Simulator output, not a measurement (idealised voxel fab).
Process module in this document: voxel self aligned vias
Shown is cross-section cut, with a width of 300 nm and square cells of size 5 nm.
Throughout this document, each cross-section is represented as a grid of square cells and is presented as a sequence of bands enumerated from the top downward, where a band comprises one or more rows of cells. The entry gives the band's vertical extent as a top height and a bottom height in nm, then its horizontal make-up as materials from left to right, each with a width in nm. "blank" stands for empty space; a single material marked "everywhere" fills the band edge to edge. Beneath 0, the wafer as received is one material, and that level is where height counting begins. The lowest band goes on downward without a bottom; it is written like "0 nm and below". Width "30 to 40": first value at the band's top row of cells, second value at its bottom row, equal change from row to row. Basically "nothing was modified" means that step didn't change any cell in the cross-section. If an empty space has no open way to the top and is at least 8 cells in size, "Fully enclosed voids" lists it, written width x height at distance, where distance is measured from the left edge and every value is in nm. On each step's line, the part that comes after the settings is the simulator's own comment on the step. You can add "overlay nm" to a step's line. For a step with a mask, it describes how far the mask lay to the right of its planned position, and a negative number describes a lay to the left.
The planned process steps are enumerated hereunder:
step 1: RECEIVE, material Si
step 2: CONFORMAL_DEP, material SiO2, thk nm 10
step 3: CONFORMAL_DEP, material SiCN, thk nm 5
step 4: DIRECTIONAL_DEP, material lowk, thk nm 25
step 5: PATTERN, tone open, mask id LINES, material resist, width nm 25, pitch nm 50, thk nm 20, overlay nm 0
step 6: DIRECTIONAL_ETCH, etch materials lowk, depth nm 25
step 7: STRIP, etch materials resist
step 8: CONFORMAL_DEP, material TiN, thk nm 5
step 9: FILL_DEP, material W, thk nm 5
step 10: CMP, height nm 40
step 11: SELECTIVE_ETCH, etch materials W Ru TiN, depth nm 5
step 12: FILL_DEP, material SiN, thk nm 10
step 13: CMP, height nm 40
step 14: DIRECTIONAL_DEP, material lowk, thk nm 15
step 15: MASKED_ETCH, tone open, mask id VIAS, width nm 25, pitch nm 50, etch materials lowk, depth nm 15, overlay nm 0
step 16: MASKED_ETCH, tone open, mask id VIAS, width nm 35, pitch nm 50, etch materials SiN, depth nm 5, overlay nm 0
step 17: CONFORMAL_DEP, material TiN, thk nm 5
step 18: FILL_DEP, material Cu, thk nm 10
step 19: CMP, height nm 55
step 20: CONFORMAL_DEP, material SiN, thk nm 5
All wafers enter the flow in the same state. The width nm at step 15 differs from wafer to wafer, and the plan gives the value for the first wafer.
Incoming state of the first of several wafers in cross-section: after step 1:
  0 nm and below = Si everywhere
  Fully enclosed voids: none
First wafer of several, cross-section, module end, after step 20 (last):
  60 nm to 55 nm = SiN everywhere
  55 nm to 40 nm = 110 nm lowk | 5 nm TiN | 15 nm Cu | 5 nm TiN | 25 nm lowk | 5 nm TiN | 15 nm Cu | 5 nm TiN | 115 nm lowk
  40 nm to 35 nm = 110 nm lowk | 25 nm TiN | 25 nm lowk | 25 nm TiN | 115 nm lowk
  35 nm to 20 nm = 110 nm lowk | 5 nm TiN | 15 nm W | 5 nm TiN | 25 nm lowk | 5 nm TiN | 15 nm W | 5 nm TiN | 115 nm lowk
  20 nm to 15 nm = 110 nm lowk | 25 nm TiN | 25 nm lowk | 25 nm TiN | 115 nm lowk
  15 nm to 10 nm = SiCN everywhere
  10 nm to 0 nm = SiO2 everywhere
  0 nm and below = Si everywhere
  Fully enclosed voids: none
Showing the last wafer in cross-section at the end of the module:
  60 nm to 55 nm = SiN everywhere
  55 nm to 45 nm = 105 nm lowk | 5 nm TiN | 25 nm Cu | 5 nm TiN | 15 nm lowk | 5 nm TiN | 25 nm Cu | 5 nm TiN | 110 nm lowk
  45 nm to 40 nm = 105 nm lowk | 10 nm TiN | 15 nm Cu | 10 nm TiN | 15 nm lowk | 10 nm TiN | 15 nm Cu | 10 nm TiN | 110 nm lowk
  40 nm to 35 nm = 110 nm lowk | 25 nm TiN | 25 nm lowk | 25 nm TiN | 115 nm lowk
  35 nm to 20 nm = 110 nm lowk | 5 nm TiN | 15 nm W | 5 nm TiN | 25 nm lowk | 5 nm TiN | 15 nm W | 5 nm TiN | 115 nm lowk
  20 nm to 15 nm = 110 nm lowk | 25 nm TiN | 25 nm lowk | 25 nm TiN | 115 nm lowk
  15 nm to 10 nm = SiCN everywhere
  10 nm to 0 nm = SiO2 everywhere
  0 nm and below = Si everywhere
  Fully enclosed voids: none
Where each wafer stands at the end of the module, a row apiece: cells of each material gained (+) or lost (-) since it was received, then closed voids:
width nm 25, +18 Cu, +60 SiCN, +60 SiN, +120 SiO2, +44 TiN, +18 W, +400 lowk, Fully enclosed voids: none
width nm 30, +22 Cu, +60 SiCN, +60 SiN, +120 SiO2, +46 TiN, +18 W, +394 lowk, Fully enclosed voids: none
width nm 35, +26 Cu, +60 SiCN, +60 SiN, +120 SiO2, +48 TiN, +18 W, +388 lowk, Fully enclosed voids: none
